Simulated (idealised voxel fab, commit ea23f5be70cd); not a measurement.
The following is a process module called voxel fin reveal.
For reference, the cross-section in this document is cut, with width 240 nm and square cells of 5 nm.
A cross-section is a grid of square cells, given in bands from the top down. A band is one or more rows of cells. A band entry consists of two parts. The first gives the height of the band's top and the height of its bottom, in nm. The rest lists the band's materials from left to right, each with its width in nm. A single material labelled with the word "edge to edge" fills the band from edge to edge, and the word "air" marks empty space. We count height from 0. Below that, the starting wafer is all one material. The lowest band never ends at the bottom but goes on down; see "0 and below" for how that is written. Per-row width for "30->40": begins at first number (top row of band), ends at second number (bottom row), increment between rows held constant. "all unchanged" means the step left every cell of the cross-section as it was. Each empty space that has no open way to the top and spans at least 8 cells appears under "Trapped cavities" as width x height at distance, the distance counted from the left edge, all in nm. Text after the settings on a step's line: the simulator's own remark on that step. "overlay nm", when on a step's line for a step with a mask, measures how far to the right of its planned place the mask lay; a negative measure means to the left.
PLANNED STEP LIST FOR THE PROCESS
1,RECEIVE [material Si]
2,CONFORMAL_DEP [material SiN] [thk nm 5]
3,MASKED_ETCH [tone cover] [mask id FINS] [width nm 15] [pitch nm 45] [etch materials SiN] [depth nm 5] [overlay nm 0]
4,MASKED_ETCH [tone cover] [mask id FINS] [width nm 15] [pitch nm 45] [etch materials Si] [depth nm 35] [overlay nm 0]
5,OXIDIZE [depth nm 5]
6,FILL_DEP [material SiO2] [thk nm 10]
7,CMP [height nm 5]
8,SELECTIVE_ETCH [etch materials SiO2] [depth nm 15]
9,STRIP [etch materials SiN]
THE FIRST WAFER OF TWO, PROCESSED AS PLANNED
CROSS-SECTION OF THE WAFER AT RECEIPT, WHICH IS THE CONDITION AFTER STEP 1
	0 and below: Si edge to edge
	Trapped cavities: none
CROSS-SECTION OF THE WAFER SUBSEQUENT TO STEP 2
	5 down to 0: SiN edge to edge
	Everything under 0 stays put, no change at all.
CROSS-SECTION OF THE WAFER SUBSEQUENT TO STEP 3
	5 down to 0: 45 of air / 15 of SiN / 30 of air / 15 of SiN / 30 of air / 15 of SiN / 30 of air / 15 of SiN / 45 of air
	Everything under 0 stays put, no change at all.
CROSS-SECTION OF THE WAFER SUBSEQUENT TO STEP 4
	5 down to 0: 45 of air / 15 of SiN / 30 of air / 15 of SiN / 30 of air / 15 of SiN / 30 of air / 15 of SiN / 45 of air
	0 down to -35: 45 of air / 15 of Si / 30 of air / 15 of Si / 30 of air / 15 of Si / 30 of air / 15 of Si / 45 of air
	Everything under -35 stays put, no change at all.
CROSS-SECTION OF THE WAFER SUBSEQUENT TO STEP 5
	5 down to 0: 45 of air / 15 of SiN / 30 of air / 15 of SiN / 30 of air / 15 of SiN / 30 of air / 15 of SiN / 45 of air
	0 down to -35: 45 of air / 5 of SiO2 / 5 of Si / 5 of SiO2 / 30 of air / 5 of SiO2 / 5 of Si / 5 of SiO2 / 30 of air / 5 of SiO2 / 5 of Si / 5 of SiO2 / 30 of air / 5 of SiO2 / 5 of Si / 5 of SiO2 / 45 of air
	-35 down to -40: 50 of SiO2 / 5 of Si / 40 of SiO2 / 5 of Si / 40 of SiO2 / 5 of Si / 40 of SiO2 / 5 of Si / 50 of SiO2
	Everything under -40 stays put, no change at all.
CROSS-SECTION OF THE WAFER SUBSEQUENT TO STEP 6
	15 down to 5: SiO2 edge to edge
	5 down to 0: 45 of SiO2 / 15 of SiN / 30 of SiO2 / 15 of SiN / 30 of SiO2 / 15 of SiN / 30 of SiO2 / 15 of SiN / 45 of SiO2
	0 down to -40: 50 of SiO2 / 5 of Si / 40 of SiO2 / 5 of Si / 40 of SiO2 / 5 of Si / 40 of SiO2 / 5 of Si / 50 of SiO2
	Everything under -40 stays put, no change at all.
CROSS-SECTION OF THE WAFER SUBSEQUENT TO STEP 7
	5 down to 0: 45 of SiO2 / 15 of SiN / 30 of SiO2 / 15 of SiN / 30 of SiO2 / 15 of SiN / 30 of SiO2 / 15 of SiN / 45 of SiO2
	Everything under 0 stays put, no change at all.
CROSS-SECTION OF THE WAFER SUBSEQUENT TO STEP 8
	5 down to 0: 45 of air / 15 of SiN / 30 of air / 15 of SiN / 30 of air / 15 of SiN / 30 of air / 15 of SiN / 45 of air
	0 down to -10: 50 of air / 5 of Si / 40 of air / 5 of Si / 40 of air / 5 of Si / 40 of air / 5 of Si / 50 of air
	Everything under -10 stays put, no change at all.
CROSS-SECTION OF THE WAFER SUBSEQUENT TO STEP 9
	0 down to -10: 50 of air / 5 of Si / 40 of air / 5 of Si / 40 of air / 5 of Si / 40 of air / 5 of Si / 50 of air
	Everything under -10 stays put, no change at all.
THE SECOND WAFER: COMMON ORIGIN AND PLAN, ONE MISTAKE IN EXECUTION, IDENTICAL TO THE FIRST THROUGH STEP 7
LOOK AT THE SECOND WAFER IN CROSS-SECTION AT THE TIME STEP 8 OUGHT TO HAVE FINISHED
	5 down to 0: 45 of air / 15 of SiN / 30 of air / 15 of SiN / 30 of air / 15 of SiN / 30 of air / 15 of SiN / 45 of air
	0 down to -25: 50 of air / 5 of Si / 40 of air / 5 of Si / 40 of air / 5 of Si / 40 of air / 5 of Si / 50 of air
	Everything under -25 stays put, no change at all.
LOOK AT THE SECOND WAFER IN CROSS-SECTION AT THE TIME STEP 9 OUGHT TO HAVE FINISHED
	0 down to -25: 50 of air / 5 of Si / 40 of air / 5 of Si / 40 of air / 5 of Si / 40 of air / 5 of Si / 50 of air
	Everything under -25 stays put, no change at all.
Deviation from plan: step 8 of the plan was twice carried out
Final cells, second wafer relative to first, materials higher or lower: SiO2 -132
